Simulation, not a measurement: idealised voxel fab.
process module | voxel spacer lines
cross-section cut | 175 nm wide | cells 5 nm
A cross-section is a grid of square cells, given in bands from the top down. A band is one or more rows of cells.
Each band's line starts with the height of the band's top and of its bottom, in nm. Then come its materials from left to right, each with its width in nm. One material with "throughout" fills the band from edge to edge. "air" is empty space.
Height 0 is the level under which the wafer as received is all one material. The lowest band goes on downwards, as in "0 down".
A width such as "30 to 40" changes by the same amount from each row of cells to the next, from the band's top row to its bottom row.
"no change" after a step means that no cell of the cross-section changed.
closed voids: empty space of 8 cells or more with no open way to the top, each as width x height at its distance from the left edge, in nm
after a step's settings: what the simulator itself notes on the step
overlay nm, on a step with a mask: how far to the right of its planned place the mask lay; to the left if negative
plan
1 op RECEIVE | material Si
2 op CONFORMAL_DEP | material Al2O3 | thk nm 10
3 op DIRECTIONAL_DEP | material polySi | thk nm 20
4 op DIRECTIONAL_DEP | material aC | thk nm 30
5 op PATTERN | tone cover | mask id MANDREL | material resist | width nm 20 | pitch nm 60 | thk nm 40 | overlay nm 0
6 op DIRECTIONAL_ETCH | etch materials aC | depth nm 30
7 op STRIP | etch materials resist
8 op CONFORMAL_DEP | material SiN | thk nm 10
9 op DIRECTIONAL_ETCH | etch materials SiN | depth nm 10
10 op STRIP | etch materials aC
11 op DIRECTIONAL_ETCH | etch materials polySi | depth nm 20
12 op STRIP | etch materials SiN
13 op FILL_DEP | material SiO2 | thk nm 5
14 op CMP | height nm 30
first wafer, as planned
as received, after step 1
  0 down: Si throughout
  closed voids: none
after step 2
  10 to 0: Al2O3 throughout
  below 0: unchanged
after step 3
  30 to 10: polySi throughout
  below 10: unchanged
after step 4
  60 to 30: aC throughout
  below 30: unchanged
after step 5
  100 to 60: air 45 | resist 20 | air 40 | resist 20 | air 50
  below 60: unchanged
after step 6
  70 to 60: air 45 | resist 20 | air 40 | resist 20 | air 50
  60 to 30: air 45 | aC 20 | air 40 | aC 20 | air 50
  below 30: unchanged
after step 7
  60 to 30: air 45 | aC 20 | air 40 | aC 20 | air 50
  below 30: unchanged
after step 8
  70 to 60: air 35 | SiN 40 | air 20 | SiN 40 | air 40
  60 to 40: air 35 | SiN 10 | aC 20 | SiN 10 | air 20 | SiN 10 | aC 20 | SiN 10 | air 40
  40 to 30: SiN 45 | aC 20 | SiN 40 | aC 20 | SiN 50
  below 30: unchanged
after step 9
  60 to 30: air 35 | SiN 10 | aC 20 | SiN 10 | air 20 | SiN 10 | aC 20 | SiN 10 | air 40
  below 30: unchanged
after step 10
  60 to 30: air 35 | SiN 10 | air 20 | SiN 10 | air 20 | SiN 10 | air 20 | SiN 10 | air 40
  below 30: unchanged
after step 11
  60 to 30: air 35 | SiN 10 | air 20 | SiN 10 | air 20 | SiN 10 | air 20 | SiN 10 | air 40
  30 to 10: air 35 | polySi 10 | air 20 | polySi 10 | air 20 | polySi 10 | air 20 | polySi 10 | air 40
  below 10: unchanged
after step 12
  30 to 10: air 35 | polySi 10 | air 20 | polySi 10 | air 20 | polySi 10 | air 20 | polySi 10 | air 40
  below 10: unchanged
after step 13
  35 to 30: SiO2 throughout
  30 to 10: SiO2 35 | polySi 10 | SiO2 20 | polySi 10 | SiO2 20 | polySi 10 | SiO2 20 | polySi 10 | SiO2 40
  below 10: unchanged
after step 14
  30 to 10: SiO2 35 | polySi 10 | SiO2 20 | polySi 10 | SiO2 20 | polySi 10 | SiO2 20 | polySi 10 | SiO2 40
  below 10: unchanged
second wafer: like start, like plan, one mistake. Through step 6 it matches the first wafer
when step 7 should have ended
  60 to 30: air 45 | aC 20 | air 40 | aC 20 | air 50
  below 30: unchanged
when step 8 should have ended
  70 to 60: air 35 | SiN 40 | air 20 | SiN 40 | air 40
  60 to 40: air 35 | SiN 10 | aC 20 | SiN 10 | air 20 | SiN 10 | aC 20 | SiN 10 | air 40
  40 to 30: SiN 45 | aC 20 | SiN 40 | aC 20 | SiN 50
  below 30: unchanged
when step 9 should have ended
  60 to 30: air 35 | SiN 10 | aC 20 | SiN 10 | air 20 | SiN 10 | aC 20 | SiN 10 | air 40
  below 30: unchanged
when step 10 should have ended
  60 to 30: air 35 | SiN 10 | air 20 | SiN 10 | air 20 | SiN 10 | air 20 | SiN 10 | air 40
  below 30: unchanged
when step 11 should have ended
  60 to 30: air 35 | SiN 10 | air 20 | SiN 10 | air 20 | SiN 10 | air 20 | SiN 10 | air 40
  30 to 10: air 35 | polySi 10 | air 20 | polySi 10 | air 20 | polySi 10 | air 20 | polySi 10 | air 40
  below 10: unchanged
when step 12 should have ended
  30 to 10: air 35 | polySi 10 | air 20 | polySi 10 | air 20 | polySi 10 | air 20 | polySi 10 | air 40
  below 10: unchanged
when step 13 should have ended
  35 to 30: SiO2 throughout
  30 to 10: SiO2 35 | polySi 10 | SiO2 20 | polySi 10 | SiO2 20 | polySi 10 | SiO2 20 | polySi 10 | SiO2 40
  below 10: unchanged
when step 14 should have ended
  30 to 10: SiO2 35 | polySi 10 | SiO2 20 | polySi 10 | SiO2 20 | polySi 10 | SiO2 20 | polySi 10 | SiO2 40
  below 10: unchanged
what went wrong: step 7 was run twice
at the end the two cross-sections are the same: no effect in what this model computes
